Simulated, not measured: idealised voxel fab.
voxel self aligned vias: a process module
Cross-section cut: width 280 nm, square cells of 5 nm.
A cross-section is written here as square cells arranged in a grid, and it is given in bands from the top down, each band taking up one or more rows of cells. Read a band's entry like this: the first values are the height of its top and the height of its bottom in nm, and what follows is the sequence of materials from left to right, each with its width in nm. Note that "empty" is empty space, and that a single material marked "throughout" reaches across the band from edge to edge. Where do heights start? At 0: under that level the wafer as delivered is made of one material only. And the lowest band has no floor; it just carries on downward, as in "top 0, no bottom". Width: "30->40" (first number = top row, second number = bottom row, same change from row to row of cells). Key: "left unchanged" - step with no changed cell in the cross-section. "Fully enclosed voids": empty spaces of 8 cells or more with no open way to the top, each given as width x height at distance, distance from the left edge, all in nm. Text after the settings on a step's line: the simulator's own remark on that step. Among the settings permitted on a step's line is "overlay nm"; applied to a step with a mask, it specifies the extent to which the mask lay to the right of its planned position, whereas a negative figure signifies a position to the left.
## Planned process steps
1: op RECEIVE | material Si
2: op CONFORMAL_DEP | material SiO2 | thk nm 15
3: op CONFORMAL_DEP | material SiCN | thk nm 5
4: op DIRECTIONAL_DEP | material SiO2 | thk nm 25
5: op DIRECTIONAL_DEP | material aC | thk nm 10
6: op PATTERN | tone open | mask id LINES | material resist | width nm 30 | pitch nm 60 | thk nm 25 | overlay nm 0
7: op DIRECTIONAL_ETCH | etch materials aC | depth nm 10
8: op STRIP | etch materials resist
9: op DIRECTIONAL_ETCH | etch materials SiO2 | depth nm 25
10: op STRIP | etch materials aC
11: op CONFORMAL_DEP | material TiN | thk nm 5
12: op FILL_DEP | material Ru | thk nm 10
13: op CMP | height nm 45
14: op SELECTIVE_ETCH | etch materials W Ru TiN | depth nm 5
15: op FILL_DEP | material SiN | thk nm 10
16: op CMP | height nm 45
17: op DIRECTIONAL_DEP | material SiO2 | thk nm 20
18: op DIRECTIONAL_DEP | material aC | thk nm 15
19: op PATTERN | tone open | mask id VIAS | material resist | width nm 40 | pitch nm 120 | thk nm 35 | overlay nm 0
20: op DIRECTIONAL_ETCH | etch materials aC | depth nm 15
21: op STRIP | etch materials resist
22: op DIRECTIONAL_ETCH | etch materials SiO2 | depth nm 20
23: op DIRECTIONAL_ETCH | etch materials SiN | depth nm 5
24: op STRIP | etch materials aC
25: op CONFORMAL_DEP | material TiN | thk nm 5
26: op FILL_DEP | material Ru | thk nm 5
27: op CMP | height nm 65
28: op CONFORMAL_DEP | material SiCN | thk nm 5
## Below: the first of two wafers, run as planned
## Cross-section, incoming material, after step 1
	top 0, no bottom  Si throughout
	Fully enclosed voids: none
## So this is the wafer cross-section right after step 2
	top 15, bottom 0  SiO2 throughout
	Heights below 0 show no change.
## So this is the wafer cross-section right after step 3
	top 20, bottom 15  SiCN throughout
	Heights below 15 show no change.
## So this is the wafer cross-section right after step 4
	top 45, bottom 20  SiO2 throughout
	Heights below 20 show no change.
## So this is the wafer cross-section right after step 5
	top 55, bottom 45  aC throughout
	Heights below 45 show no change.
## So this is the wafer cross-section right after step 6
	top 80, bottom 55  resist: 65; empty: 30; resist: 30; empty: 30; resist: 30; empty: 30; resist: 65
	Heights below 55 show no change.
## So this is the wafer cross-section right after step 7
	top 70, bottom 55  resist: 65; empty: 30; resist: 30; empty: 30; resist: 30; empty: 30; resist: 65
	top 55, bottom 45  aC: 65; empty: 30; aC: 30; empty: 30; aC: 30; empty: 30; aC: 65
	Heights below 45 show no change.
## So this is the wafer cross-section right after step 8
	top 55, bottom 45  aC: 65; empty: 30; aC: 30; empty: 30; aC: 30; empty: 30; aC: 65
	Heights below 45 show no change.
## So this is the wafer cross-section right after step 9
	top 55, bottom 45  aC: 65; empty: 30; aC: 30; empty: 30; aC: 30; empty: 30; aC: 65
	top 45, bottom 20  SiO2: 65; empty: 30; SiO2: 30; empty: 30; SiO2: 30; empty: 30; SiO2: 65
	Heights below 20 show no change.
## So this is the wafer cross-section right after step 10
	top 45, bottom 20  SiO2: 65; empty: 30; SiO2: 30; empty: 30; SiO2: 30; empty: 30; SiO2: 65
	Heights below 20 show no change.
## So this is the wafer cross-section right after step 11
	top 50, bottom 45  TiN: 70; empty: 20; TiN: 40; empty: 20; TiN: 40; empty: 20; TiN: 70
	top 45, bottom 25  SiO2: 65; TiN: 5; empty: 20; TiN: 5; SiO2: 30; TiN: 5; empty: 20; TiN: 5; SiO2: 30; TiN: 5; empty: 20; TiN: 5; SiO2: 65
	top 25, bottom 20  SiO2: 65; TiN: 30; SiO2: 30; TiN: 30; SiO2: 30; TiN: 30; SiO2: 65
	Heights below 20 show no change.
## So this is the wafer cross-section right after step 12
	top 60, bottom 50  Ru throughout
	top 50, bottom 45  TiN: 70; Ru: 20; TiN: 40; Ru: 20; TiN: 40; Ru: 20; TiN: 70
	top 45, bottom 25  SiO2: 65; TiN: 5; Ru: 20; TiN: 5; SiO2: 30; TiN: 5; Ru: 20; TiN: 5; SiO2: 30; TiN: 5; Ru: 20; TiN: 5; SiO2: 65
	Heights below 25 show no change.
## So this is the wafer cross-section right after step 13
	top 45, bottom 25  SiO2: 65; TiN: 5; Ru: 20; TiN: 5; SiO2: 30; TiN: 5; Ru: 20; TiN: 5; SiO2: 30; TiN: 5; Ru: 20; TiN: 5; SiO2: 65
	Heights below 25 show no change.
## So this is the wafer cross-section right after step 14
	top 45, bottom 40  SiO2: 65; empty: 30; SiO2: 30; empty: 30; SiO2: 30; empty: 30; SiO2: 65
	Heights below 40 show no change.
## So this is the wafer cross-section right after step 15
	top 55, bottom 45  SiN throughout
	top 45, bottom 40  SiO2: 65; SiN: 30; SiO2: 30; SiN: 30; SiO2: 30; SiN: 30; SiO2: 65
	Heights below 40 show no change.
## So this is the wafer cross-section right after step 16
	top 45, bottom 40  SiO2: 65; SiN: 30; SiO2: 30; SiN: 30; SiO2: 30; SiN: 30; SiO2: 65
	Heights below 40 show no change.
## So this is the wafer cross-section right after step 17
	top 65, bottom 45  SiO2 throughout
	Heights below 45 show no change.
## So this is the wafer cross-section right after step 18
	top 80, bottom 65  aC throughout
	Heights below 65 show no change.
## So this is the wafer cross-section right after step 19
	top 115, bottom 80  resist: 60; empty: 40; resist: 80; empty: 40; resist: 60
	Heights below 80 show no change.
## So this is the wafer cross-section right after step 20
	top 100, bottom 80  resist: 60; empty: 40; resist: 80; empty: 40; resist: 60
	top 80, bottom 65  aC: 60; empty: 40; aC: 80; empty: 40; aC: 60
	Heights below 65 show no change.
## So this is the wafer cross-section right after step 21
	top 80, bottom 65  aC: 60; empty: 40; aC: 80; empty: 40; aC: 60
	Heights below 65 show no change.
## So this is the wafer cross-section right after step 22
	top 80, bottom 65  aC: 60; empty: 40; aC: 80; empty: 40; aC: 60
	top 65, bottom 45  SiO2: 60; empty: 40; SiO2: 80; empty: 40; SiO2: 60
	Heights below 45 show no change.
## So this is the wafer cross-section right after step 23
	top 80, bottom 65  aC: 60; empty: 40; aC: 80; empty: 40; aC: 60
	top 65, bottom 45  SiO2: 60; empty: 40; SiO2: 80; empty: 40; SiO2: 60
	top 45, bottom 40  SiO2: 65; empty: 30; SiO2: 30; SiN: 30; SiO2: 30; empty: 30; SiO2: 65
	Heights below 40 show no change.
## So this is the wafer cross-section right after step 24
	top 65, bottom 45  SiO2: 60; empty: 40; SiO2: 80; empty: 40; SiO2: 60
	Heights below 45 show no change.
## So this is the wafer cross-section right after step 25
	top 70, bottom 65  TiN: 65; empty: 30; TiN: 90; empty: 30; TiN: 65
	top 65, bottom 50  SiO2: 60; TiN: 5; empty: 30; TiN: 5; SiO2: 80; TiN: 5; empty: 30; TiN: 5; SiO2: 60
	top 50, bottom 45  SiO2: 60; TiN: 10; empty: 20; TiN: 10; SiO2: 80; TiN: 10; empty: 20; TiN: 10; SiO2: 60
	top 45, bottom 40  SiO2: 65; TiN: 30; SiO2: 30; SiN: 30; SiO2: 30; TiN: 30; SiO2: 65
	Heights below 40 show no change.
## So this is the wafer cross-section right after step 26
	top 75, bottom 70  Ru throughout
	top 70, bottom 65  TiN: 65; Ru: 30; TiN: 90; Ru: 30; TiN: 65
	top 65, bottom 50  SiO2: 60; TiN: 5; Ru: 30; TiN: 5; SiO2: 80; TiN: 5; Ru: 30; TiN: 5; SiO2: 60
	top 50, bottom 45  SiO2: 60; TiN: 10; Ru: 20; TiN: 10; SiO2: 80; TiN: 10; Ru: 20; TiN: 10; SiO2: 60
	Heights below 45 show no change.
## So this is the wafer cross-section right after step 27
	top 65, bottom 50  SiO2: 60; TiN: 5; Ru: 30; TiN: 5; SiO2: 80; TiN: 5; Ru: 30; TiN: 5; SiO2: 60
	Heights below 50 show no change.
## So this is the wafer cross-section right after step 28
	top 70, bottom 65  SiCN throughout
	Heights below 65 show no change.
## The second wafer: identical to the first at the outset and in its planned sequence, differing only in that one mistake was made during processing; up to and including step 18, its path is the first wafer's path
## Second wafer, cross-section, planned end of step 19
	top 115, bottom 80  resist: 65; empty: 40; resist: 80; empty: 40; resist: 55
	Heights below 80 show no change.
## Second wafer, cross-section, planned end of step 20
	top 100, bottom 80  resist: 65; empty: 40; resist: 80; empty: 40; resist: 55
	top 80, bottom 65  aC: 65; empty: 40; aC: 80; empty: 40; aC: 55
	Heights below 65 show no change.
## Second wafer, cross-section, planned end of step 21
	top 80, bottom 65  aC: 65; empty: 40; aC: 80; empty: 40; aC: 55
	Heights below 65 show no change.
## Second wafer, cross-section, planned end of step 22
	top 80, bottom 65  aC: 65; empty: 40; aC: 80; empty: 40; aC: 55
	top 65, bottom 45  SiO2: 65; empty: 40; SiO2: 80; empty: 40; SiO2: 55
	Heights below 45 show no change.
## Second wafer, cross-section, planned end of step 23
	top 80, bottom 65  aC: 65; empty: 40; aC: 80; empty: 40; aC: 55
	top 65, bottom 45  SiO2: 65; empty: 40; SiO2: 80; empty: 40; SiO2: 55
	top 45, bottom 40  SiO2: 65; empty: 30; SiO2: 30; SiN: 30; SiO2: 30; empty: 30; SiO2: 65
	Heights below 40 show no change.
## Second wafer, cross-section, planned end of step 24
	top 65, bottom 45  SiO2: 65; empty: 40; SiO2: 80; empty: 40; SiO2: 55
	Heights below 45 show no change.
## Second wafer, cross-section, planned end of step 25
	top 70, bottom 65  TiN: 70; empty: 30; TiN: 90; empty: 30; TiN: 60
	top 65, bottom 50  SiO2: 65; TiN: 5; empty: 30; TiN: 5; SiO2: 80; TiN: 5; empty: 30; TiN: 5; SiO2: 55
	top 50, bottom 45  SiO2: 65; TiN: 5; empty: 20; TiN: 15; SiO2: 80; TiN: 5; empty: 20; TiN: 15; SiO2: 55
	top 45, bottom 40  SiO2: 65; TiN: 30; SiO2: 30; SiN: 30; SiO2: 30; TiN: 30; SiO2: 65
	Heights below 40 show no change.
## Second wafer, cross-section, planned end of step 26
	top 75, bottom 70  Ru throughout
	top 70, bottom 65  TiN: 70; Ru: 30; TiN: 90; Ru: 30; TiN: 60
	top 65, bottom 50  SiO2: 65; TiN: 5; Ru: 30; TiN: 5; SiO2: 80; TiN: 5; Ru: 30; TiN: 5; SiO2: 55
	top 50, bottom 45  SiO2: 65; TiN: 5; Ru: 20; TiN: 15; SiO2: 80; TiN: 5; Ru: 20; TiN: 15; SiO2: 55
	Heights below 45 show no change.
## Second wafer, cross-section, planned end of step 27
	top 65, bottom 50  SiO2: 65; TiN: 5; Ru: 30; TiN: 5; SiO2: 80; TiN: 5; Ru: 30; TiN: 5; SiO2: 55
	Heights below 50 show no change.
## Second wafer, cross-section, planned end of step 28
	top 70, bottom 65  SiCN throughout
	Heights below 65 show no change.
In executing the process, a mistake was made relative to the plan: planned and actual differ for step 19; actual: op PATTERN | tone open | mask id VIAS | material resist | width nm 40 | pitch nm 120 | thk nm 35 | overlay nm 5
Heads up: at the end the two wafers have identical cell counts per material, they're just laid out differently.
